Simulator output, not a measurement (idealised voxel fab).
voxel tone inversion: a process module
Pictured: cross-section cut, 140 nm wide, on a grid of 5 nm square cells.
How to read a cross-section here: the picture is a grid of square cells, written as bands going from the top down, and any band can span one or more rows of cells.
The band entry comprises the height of the band's top followed by the height of its bottom, expressed in nm, and subsequently the band's materials from left to right, each stated together with its width in nm. Where a single material is marked with the word "all across", that material fills the band from edge to edge. The word "air" represents empty space.
All heights in this document are referenced to 0, defined as the level beneath which the wafer, as received, consists entirely of one material. The lowest band is not bounded below; it extends indefinitely downward and is written in the form "0 and below".
The width entry "30->40" should be interpreted row by row: the top row of cells in the band takes the first number, the bottom row takes the second number, and the change between adjacent rows is uniform throughout.
Step note "no alteration" = no cross-section cell changed.
This entry, "Enclosed cavities", enumerates those empty regions of no fewer than 8 cells that possess no open connection to the top. Each region is reported in the form width x height at distance, the distance being taken from the left edge, with all three quantities expressed in nm.
Text after the settings on a step's line: the simulator's own remark on that step.
A step's line can hold "overlay nm"; with a mask on that step, the setting says how far right of the planned place the mask lay, while a negative setting says it lay to the left.

[Steps in the process plan]
step 1: RECEIVE [material Si]
step 2: CONFORMAL_DEP [material SiCN] [thk nm 10]
step 3: DIRECTIONAL_DEP [material polySi] [thk nm 15]
step 4: PATTERN [tone cover] [mask id POSTS] [material resist] [width nm 20] [pitch nm 50] [thk nm 25] [overlay nm 0]
step 5: DIRECTIONAL_ETCH [etch materials polySi] [depth nm 15]
step 6: STRIP [etch materials resist]
step 7: FILL_DEP [material SiO2] [thk nm 5]
step 8: CMP [height nm 25]
step 9: STRIP [etch materials polySi]

[So this is the incoming wafer in cross-section - it's already been through step 1]
  0 and below: Si all across
  Enclosed cavities: none

[The cross-section shown corresponds to the wafer at the conclusion of the module. The initial structure and the process plan are those presented above; however, one mistake occurred in executing the plan]
  25 down to 10: 35 nm air, then 20 nm SiO2, then 30 nm air, then 20 nm SiO2, then 35 nm air
  10 down to 0: SiCN all across
  0 and below: Si all across
  Enclosed cavities: none
Deviation noted in wafer processing: step 4 was not run as planned; what actually ran was PATTERN [tone open] [mask id POSTS] [material resist] [width nm 20] [pitch nm 50] [thk nm 25] [overlay nm 0]
